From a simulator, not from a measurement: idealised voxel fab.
process module | voxel self aligned contacts
cross-section cut | 210 nm wide | cells 5 nm
A cross-section is a grid of square cells, given in bands from the top down. A band is one or more rows of cells.
Each band's line starts with the height of the band's top and of its bottom, in nm. Then come its materials from left to right, each with its width in nm. One material with "throughout" fills the band from edge to edge. "air" is empty space.
Height 0 is the level under which the wafer as received is all one material. The lowest band goes on downwards, as in "0 down".
A width such as "30 to 40" changes by the same amount from each row of cells to the next, from the band's top row to its bottom row.
"no change" after a step means that no cell of the cross-section changed.
closed voids: empty space of 8 cells or more with no open way to the top, each as width x height at its distance from the left edge, in nm
after a step's settings: what the simulator itself notes on the step
overlay nm, on a step with a mask: how far to the right of its planned place the mask lay; to the left if negative
plan
1 op RECEIVE | material Si
2 op CONFORMAL_DEP | material SiO2 | thk nm 5
3 op DIRECTIONAL_DEP | material polySi | thk nm 30
4 op DIRECTIONAL_DEP | material SiN | thk nm 15
5 op MASKED_ETCH | tone cover | mask id GATE | width nm 30 | pitch nm 55 | etch materials SiN | depth nm 15 | overlay nm 0
6 op MASKED_ETCH | tone cover | mask id GATE | width nm 30 | pitch nm 55 | etch materials polySi | depth nm 30 | overlay nm 0
7 op CONFORMAL_DEP | material SiN | thk nm 5
8 op DIRECTIONAL_ETCH | etch materials SiN | depth nm 5
9 op FILL_DEP | material SiO2 | thk nm 20
10 op CMP | height nm 60
11 op MASKED_ETCH | tone open | mask id CONTACT | width nm 35 | etch materials SiO2 | depth nm 60 | overlay nm 0
12 op CONFORMAL_DEP | material TiN | thk nm 5
13 op FILL_DEP | material Ru | thk nm 5
14 op CMP | height nm 60
15 op CONFORMAL_DEP | material SiCN | thk nm 5
first wafer, as planned
as received, after step 1
  0 down: Si throughout
  closed voids: none
after step 2
  5 to 0: SiO2 throughout
  below 0: unchanged
after step 3
  35 to 5: polySi throughout
  below 5: unchanged
after step 4
  50 to 35: SiN throughout
  below 35: unchanged
after step 5
  50 to 35: air 60 | SiN 30 | air 25 | SiN 30 | air 65
  below 35: unchanged
after step 6
  50 to 35: air 60 | SiN 30 | air 25 | SiN 30 | air 65
  35 to 5: air 60 | polySi 30 | air 25 | polySi 30 | air 65
  below 5: unchanged
after step 7
  55 to 35: air 55 | SiN 40 | air 15 | SiN 40 | air 60
  35 to 10: air 55 | SiN 5 | polySi 30 | SiN 5 | air 15 | SiN 5 | polySi 30 | SiN 5 | air 60
  10 to 5: SiN 60 | polySi 30 | SiN 25 | polySi 30 | SiN 65
  below 5: unchanged
after step 8
  50 to 35: air 55 | SiN 40 | air 15 | SiN 40 | air 60
  35 to 5: air 55 | SiN 5 | polySi 30 | SiN 5 | air 15 | SiN 5 | polySi 30 | SiN 5 | air 60
  below 5: unchanged
after step 9
  70 to 50: SiO2 throughout
  50 to 35: SiO2 55 | SiN 40 | SiO2 15 | SiN 40 | SiO2 60
  35 to 5: SiO2 55 | SiN 5 | polySi 30 | SiN 5 | SiO2 15 | SiN 5 | polySi 30 | SiN 5 | SiO2 60
  below 5: unchanged
after step 10
  60 to 50: SiO2 throughout
  below 50: unchanged
after step 11
  60 to 50: SiO2 85 | air 35 | SiO2 90
  50 to 35: SiO2 55 | SiN 40 | air 15 | SiN 40 | SiO2 60
  35 to 5: SiO2 55 | SiN 5 | polySi 30 | SiN 5 | air 15 | SiN 5 | polySi 30 | SiN 5 | SiO2 60
  5 to 0: SiO2 95 | air 15 | SiO2 100
  below 0: unchanged
after step 12
  65 to 60: TiN 90 | air 25 | TiN 95
  60 to 50: SiO2 85 | TiN 5 to 15 | air 25 to 5 | TiN 5 to 15 | SiO2 90
  50 to 35: SiO2 55 | SiN 40 | TiN 5 | air 5 | TiN 5 | SiN 40 | SiO2 60
  35 to 5: SiO2 55 | SiN 5 | polySi 30 | SiN 5 | TiN 5 | air 5 | TiN 5 | SiN 5 | polySi 30 | SiN 5 | SiO2 60
  5 to 0: SiO2 95 | TiN 15 | SiO2 100
  below 0: unchanged
after step 13
  70 to 65: Ru throughout
  65 to 60: TiN 90 | Ru 25 | TiN 95
  60 to 50: SiO2 85 | TiN 5 to 15 | Ru 25 to 5 | TiN 5 to 15 | SiO2 90
  50 to 35: SiO2 55 | SiN 40 | TiN 5 | Ru 5 | TiN 5 | SiN 40 | SiO2 60
  35 to 5: SiO2 55 | SiN 5 | polySi 30 | SiN 5 | TiN 5 | Ru 5 | TiN 5 | SiN 5 | polySi 30 | SiN 5 | SiO2 60
  below 5: unchanged
after step 14
  60 to 50: SiO2 85 | TiN 5 to 15 | Ru 25 to 5 | TiN 5 to 15 | SiO2 90
  below 50: unchanged
after step 15
  65 to 60: SiCN throughout
  below 60: unchanged
second wafer: like start, like plan, one mistake. Through step 2 it matches the first wafer
when step 3 should have ended
  65 to 5: polySi throughout
  below 5: unchanged
when step 4 should have ended
  80 to 65: SiN throughout
  below 65: unchanged
when step 5 should have ended
  80 to 65: air 60 | SiN 30 | air 25 | SiN 30 | air 65
  below 65: unchanged
when step 6 should have ended
  80 to 65: air 60 | SiN 30 | air 25 | SiN 30 | air 65
  65 to 35: air 60 | polySi 30 | air 25 | polySi 30 | air 65
  below 35: unchanged
when step 7 should have ended
  85 to 65: air 55 | SiN 40 | air 15 | SiN 40 | air 60
  65 to 40: air 55 | SiN 5 | polySi 30 | SiN 5 | air 15 | SiN 5 | polySi 30 | SiN 5 | air 60
  40 to 35: SiN 60 | polySi 30 | SiN 25 | polySi 30 | SiN 65
  below 35: unchanged
when step 8 should have ended
  80 to 65: air 55 | SiN 40 | air 15 | SiN 40 | air 60
  65 to 35: air 55 | SiN 5 | polySi 30 | SiN 5 | air 15 | SiN 5 | polySi 30 | SiN 5 | air 60
  below 35: unchanged
when step 9 should have ended
  100 to 80: SiO2 throughout
  80 to 65: SiO2 55 | SiN 40 | SiO2 15 | SiN 40 | SiO2 60
  65 to 35: SiO2 55 | SiN 5 | polySi 30 | SiN 5 | SiO2 15 | SiN 5 | polySi 30 | SiN 5 | SiO2 60
  below 35: unchanged
when step 10 should have ended
  60 to 35: SiO2 55 | SiN 5 | polySi 30 | SiN 5 | SiO2 15 | SiN 5 | polySi 30 | SiN 5 | SiO2 60
  below 35: unchanged
when step 11 should have ended
  60 to 35: SiO2 55 | SiN 5 | polySi 30 | SiN 5 | air 15 | SiN 5 | polySi 30 | SiN 5 | SiO2 60
  below 35: unchanged
when step 12 should have ended
  65 to 60: TiN 100 | air 5 | TiN 105
  60 to 40: SiO2 55 | SiN 5 | polySi 30 | SiN 5 | TiN 5 | air 5 | TiN 5 | SiN 5 | polySi 30 | SiN 5 | SiO2 60
  40 to 35: SiO2 55 | SiN 5 | polySi 30 | SiN 5 | TiN 15 | SiN 5 | polySi 30 | SiN 5 | SiO2 60
  below 35: unchanged
when step 13 should have ended
  70 to 65: Ru throughout
  65 to 60: TiN 100 | Ru 5 | TiN 105
  60 to 40: SiO2 55 | SiN 5 | polySi 30 | SiN 5 | TiN 5 | Ru 5 | TiN 5 | SiN 5 | polySi 30 | SiN 5 | SiO2 60
  below 40: unchanged
when step 14 should have ended
  60 to 40: SiO2 55 | SiN 5 | polySi 30 | SiN 5 | TiN 5 | Ru 5 | TiN 5 | SiN 5 | polySi 30 | SiN 5 | SiO2 60
  below 40: unchanged
when step 15 should have ended
  65 to 60: SiCN throughout
  below 60: unchanged
what went wrong: step 3 was run twice
at the end the second wafer has, in cells: 11 fewer of Ru | 52 fewer of SiN | 159 fewer of SiO2 | 18 fewer of TiN | 240 more of polySi
